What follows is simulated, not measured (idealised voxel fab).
Process module name: voxel transistor to metal
Cross-sectional view cut (width: 260 nm; square cell size: 5 nm).
Heads up, the way a cross-section reads in here is a grid of square cells, handed over as bands from the top down, with every band being one or more rows of cells. Band: top height; bottom height; in nm. Then, left to right: material with width in nm, for each material. "throughout": a single material spanning edge to edge. "air": empty space. Heights are reckoned from 0. Under this level, the received wafer is all of one material. The bottommost band is open-ended downward, for example "z 0 and below". A two-number width, for instance "30 to 40", indicates that the width is equal to the first number in the top row of the band and to the second number in the bottom row, and that it changes by a constant amount per row of cells. A step reported as "identical to before" is a step in which no cell of the cross-section changed. The entry "Closed void entries" lists the empty spaces that cover at least 8 cells and have no open path to the top. Each is written as width x height at distance, where the distance is measured from the left edge and all three values are in nm. If you see something after the settings on a step's line, that's the simulator's own remark about that step. overlay nm: step with mask; distance mask lay right of planned place; negative value = left of planned place.
## Intended process steps
1) RECEIVE,material Si
2) CONFORMAL_DEP,material SiO2,thk nm 5
3) CONFORMAL_DEP,material SiN,thk nm 15
4) PATTERN,tone cover,mask id ACTIVE,material resist,width nm 90,pitch nm 120,thk nm 20,overlay nm 0
5) DIRECTIONAL_ETCH,etch materials SiN,depth nm 15
6) DIRECTIONAL_ETCH,etch materials SiO2,depth nm 5
7) DIRECTIONAL_ETCH,etch materials Si,depth nm 30
8) STRIP,etch materials resist
9) FILL_DEP,material SiO2,thk nm 5
10) CMP,height nm 20
11) SELECTIVE_ETCH,etch materials SiO2,depth nm 15
12) STRIP,etch materials SiN
13) SELECTIVE_ETCH,etch materials SiO2,depth nm 5
14) OXIDIZE,depth nm 5
15) DIRECTIONAL_DEP,material polySi,thk nm 25
16) DIRECTIONAL_DEP,material SiCN,thk nm 10
17) MASKED_ETCH,tone cover,mask id GATE,width nm 20,pitch nm 120,etch materials SiCN,depth nm 20,overlay nm 0
18) MASKED_ETCH,tone cover,mask id GATE,width nm 20,pitch nm 120,etch materials polySi,depth nm 35,overlay nm 0
19) CONFORMAL_DEP,material SiN,thk nm 5
20) DIRECTIONAL_ETCH,etch materials SiN,depth nm 5
21) DIRECTIONAL_ETCH,etch materials SiO2,depth nm 5
22) EPI,material SiGe,thk nm 5
23) FILL_DEP,material SiO2,thk nm 5
24) CMP,height nm 35
25) DIRECTIONAL_DEP,material SiO2,thk nm 10
26) DIRECTIONAL_DEP,material aC,thk nm 15
27) PATTERN,tone open,mask id CONTACT,material resist,width nm 25,thk nm 30,overlay nm 0
28) DIRECTIONAL_ETCH,etch materials aC,depth nm 15
29) STRIP,etch materials resist
30) DIRECTIONAL_ETCH,etch materials SiO2,depth nm 45
31) STRIP,etch materials aC
32) CONFORMAL_DEP,material TiN,thk nm 5
33) FILL_DEP,material W,thk nm 10
34) CMP,height nm 45
35) CONFORMAL_DEP,material SiN,thk nm 5
36) DIRECTIONAL_DEP,material SiO2,thk nm 25
37) DIRECTIONAL_DEP,material aC,thk nm 15
38) PATTERN,tone open,mask id METAL_1,material resist,width nm 15,thk nm 35,overlay nm 0
39) DIRECTIONAL_ETCH,etch materials aC,depth nm 15
40) STRIP,etch materials resist
41) DIRECTIONAL_ETCH,etch materials SiO2,depth nm 25
42) DIRECTIONAL_ETCH,etch materials SiN,depth nm 5
43) STRIP,etch materials aC
44) CONFORMAL_DEP,material TiN,thk nm 5
45) FILL_DEP,material Cu,thk nm 5
46) CMP,height nm 75
47) EPI,material Ru,thk nm 5
48) FILL_DEP,material SiCN,thk nm 5
49) DIRECTIONAL_DEP,material lowk,thk nm 25
50) PATTERN,tone open,mask id METAL_2,material resist,width nm 15,pitch nm 120,thk nm 15,overlay nm 0
51) DIRECTIONAL_ETCH,etch materials lowk,depth nm 15
52) STRIP,etch materials resist
53) DIRECTIONAL_DEP,material aC,thk nm 10
54) PATTERN,tone open,mask id METAL_2_HOLES,material resist,width nm 15,pitch nm 120,thk nm 30,overlay nm 0
55) DIRECTIONAL_ETCH,etch materials aC,depth nm 10
56) STRIP,etch materials resist
57) DIRECTIONAL_ETCH,etch materials lowk,depth nm 10
58) DIRECTIONAL_ETCH,etch materials SiCN,depth nm 5
59) STRIP,etch materials aC
60) CONFORMAL_DEP,material TiN,thk nm 5
61) FILL_DEP,material Cu,thk nm 5
62) CMP,height nm 110
63) CONFORMAL_DEP,material SiN,thk nm 5
## Here's what the wafer looked like in cross-section when it arrived - that's after step 1
* z 0 and below  Si throughout
* Closed void entries: none
## Below is the wafer in cross-section after the module was completed. It began from the starting point shown above and followed the plan shown above, except that one mistake was made while running it
* z 115 to 110  SiN throughout
* z 110 to 85  30 of lowk  5 of TiN  5 of Cu  5 of TiN  105 of lowk  5 of TiN  5 of Cu  5 of TiN  95 of lowk
* z 85 to 80  30 of SiCN  15 of TiN  105 of SiCN  15 of TiN  95 of SiCN
* z 80 to 75  25 of SiCN  25 of Ru  40 of SiCN  25 of Ru  30 of SiCN  25 of Ru  40 of SiCN  25 of Ru  25 of SiCN
* z 75 to 50  30 of SiO2  5 of TiN  5 of Cu  5 of TiN  50 of SiO2  5 of TiN  5 of Cu  5 of TiN  40 of SiO2  5 of TiN  5 of Cu  5 of TiN  50 of SiO2  5 of TiN  5 of Cu  5 of TiN  30 of SiO2
* z 50 to 45  30 of SiN  15 of TiN  50 of SiN  15 of TiN  40 of SiN  15 of TiN  50 of SiN  15 of TiN  30 of SiN
* z 45 to 35  30 of SiO2  5 of TiN  15 of W  5 of TiN  30 of SiO2  5 of TiN  15 of W  5 of TiN  40 of SiO2  5 of TiN  15 of W  5 of TiN  30 of SiO2  5 of TiN  15 of W  5 of TiN  30 of SiO2
* z 35 to 25  30 of SiO2  5 of TiN  15 of W  5 of TiN  5 of SiN  20 of SiCN  5 of SiN  5 of TiN  15 of W  5 of TiN  40 of SiO2  5 of TiN  15 of W  5 of TiN  5 of SiN  20 of SiCN  5 of SiN  5 of TiN  15 of W  5 of TiN  30 of SiO2
* z 25 to 5  30 of SiO2  5 of TiN  15 of W  5 of TiN  5 of SiN  20 of polySi  5 of SiN  5 of TiN  15 of W  5 of TiN  40 of SiO2  5 of TiN  15 of W  5 of TiN  5 of SiN  20 of polySi  5 of SiN  5 of TiN  15 of W  5 of TiN  30 of SiO2
* z 5 to 0  30 of SiO2  25 of TiN  5 of SiN  20 of polySi  5 of SiN  25 of TiN  40 of SiO2  25 of TiN  5 of SiN  20 of polySi  5 of SiN  25 of TiN  30 of SiO2
* z 0 to -5  20 of SiO2  35 of SiGe  30 of SiO2  40 of SiGe  15 of SiO2  35 of SiGe  30 of SiO2  40 of SiGe  15 of SiO2
* z -5 to -30  25 of SiO2  95 of Si  25 of SiO2  95 of Si  20 of SiO2
* z -30 and below  Si throughout
* Closed void entries: none
What was done differently from what was planned? step 4 did not happen as planned, as run it was PATTERN,tone cover,mask id ACTIVE,material resist,width nm 95,pitch nm 120,thk nm 20,overlay nm 0
